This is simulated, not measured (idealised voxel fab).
This is a process module. Its name is voxel wiring stack.
cross-section cut | 140 nm wide | cells 5 nm
Reading order for cross-sections: top band down to bottom band. Underlying form: a grid of square cells. Band size: one or more rows of cells.
For a band, the entry starts with two heights in nm, that of the top and then that of the bottom, and carries on with the band's materials in order from left to right, each alongside its width in nm; the word "edge to edge" beside a single material means it fills the band edge to edge, and "blank" means empty space.
Height is counted from the level 0, under which the received wafer is composed throughout of one material. The lowest of the bands is not closed at the bottom but continues downward, in the notation "top 0, no bottom".
Per-row width for "30..40": begins at first number (top row of band), ends at second number (bottom row), increment between rows held constant.
Step marked "all unchanged"? Then no cell in the cross-section changed in it.
Voids not open to the top, 8 cells minimum: see "Unvented cavities". Written width x height at distance; distance is from the left edge; nm.
Text after the settings on a step's line: the simulator's own remark on that step.
You can add "overlay nm" to a step's line. For a step with a mask, it describes how far the mask lay to the right of its planned position, and a negative number describes a lay to the left.

### Planned process steps
step 1: RECEIVE | material Si
step 2: CONFORMAL_DEP | material SiO2 | thk nm 15
step 3: DIRECTIONAL_DEP | material TiN | thk nm 5
step 4: DIRECTIONAL_DEP | material Ru | thk nm 25
step 5: MASKED_ETCH | tone cover | mask id METAL_1 | width nm 25 | pitch nm 40 | etch materials Ru | depth nm 25 | overlay nm 0
step 6: MASKED_ETCH | tone cover | mask id METAL_1 | width nm 25 | pitch nm 40 | etch materials TiN | depth nm 5 | overlay nm 0
step 7: FILL_DEP | material lowk | thk nm 5
step 8: CMP | height nm 45
step 9: CONFORMAL_DEP | material SiCN | thk nm 5
step 10: DIRECTIONAL_DEP | material lowk | thk nm 20
step 11: MASKED_ETCH | tone open | mask id PLUG_1 | width nm 15 | pitch nm 80 | etch materials lowk | depth nm 20 | overlay nm 0
step 12: MASKED_ETCH | tone open | mask id PLUG_1 | width nm 15 | pitch nm 80 | etch materials SiCN | depth nm 5 | overlay nm 0
step 13: EPI | material Ru | thk nm 10
step 14: EPI | material Ru | thk nm 10
step 15: EPI | material Ru | thk nm 5
step 16: CONFORMAL_DEP | material SiCN | thk nm 5
step 17: DIRECTIONAL_DEP | material SiO2 | thk nm 25
step 18: MASKED_ETCH | tone open | mask id METAL_2 | width nm 25 | pitch nm 40 | etch materials SiO2 | depth nm 25 | overlay nm 0
step 19: MASKED_ETCH | tone open | mask id METAL_2 | width nm 25 | pitch nm 40 | etch materials SiCN | depth nm 5 | overlay nm 0
step 20: CONFORMAL_DEP | material TiN | thk nm 5
step 21: FILL_DEP | material Cu | thk nm 5
step 22: CMP | height nm 100
step 23: EPI | material Ru | thk nm 5
step 24: FILL_DEP | material SiCN | thk nm 5

### Cross-section, incoming material, after step 1
- top 0, no bottom  Si edge to edge
- Unvented cavities: none

### Same starting wafer, same plan as above, one mistake in the execution; this is the cross-section at the end of the module
- top 110, bottom 105  SiCN edge to edge
- top 105, bottom 100  SiCN (10), Ru (35), SiCN (5), Ru (35), SiCN (5), Ru (35), SiCN (5), Ru (10)
- top 100, bottom 80  SiO2 (15), TiN (5), Cu (15), TiN (5), SiO2 (15), TiN (5), Cu (15), TiN (5), SiO2 (15), TiN (5), Cu (15), TiN (5), SiO2 (15), TiN (5)
- top 80, bottom 75  SiO2 (15), TiN (5), Cu (15), TiN (5), SiO2 (15), TiN (5), Cu (15), TiN (5), SiO2 (15), TiN (5), Cu (15), TiN (5), SiO2 (20)
- top 75, bottom 70  SiCN (15), TiN (25), SiCN (15), TiN (5), Cu (5), TiN (15), SiCN (15), TiN (25), SiCN (15), SiO2 (5)
- top 70, bottom 55  Ru (50), SiCN (5), TiN (5), Cu (5), TiN (5), SiCN (5), Ru (55), SiCN (5), SiO2 (5)
- top 55, bottom 50  Ru (50), SiCN (5), TiN (15), SiCN (5), Ru (55), SiCN (10)
- top 50, bottom 45  SiCN (15), Ru (15), SiCN (65), Ru (15), SiCN (30)
- top 45, bottom 20  lowk (15), Ru (25), lowk (15), Ru (25), lowk (15), Ru (25), lowk (20)
- top 20, bottom 15  lowk (15), TiN (25), lowk (15), TiN (25), lowk (15), TiN (25), lowk (20)
- top 15, bottom 0  SiO2 edge to edge
- top 0, no bottom  Si edge to edge
- Unvented cavities: none
Heads up, the wafer didn't run the way we planned it: step 10 of the plan got skipped, so it never ran
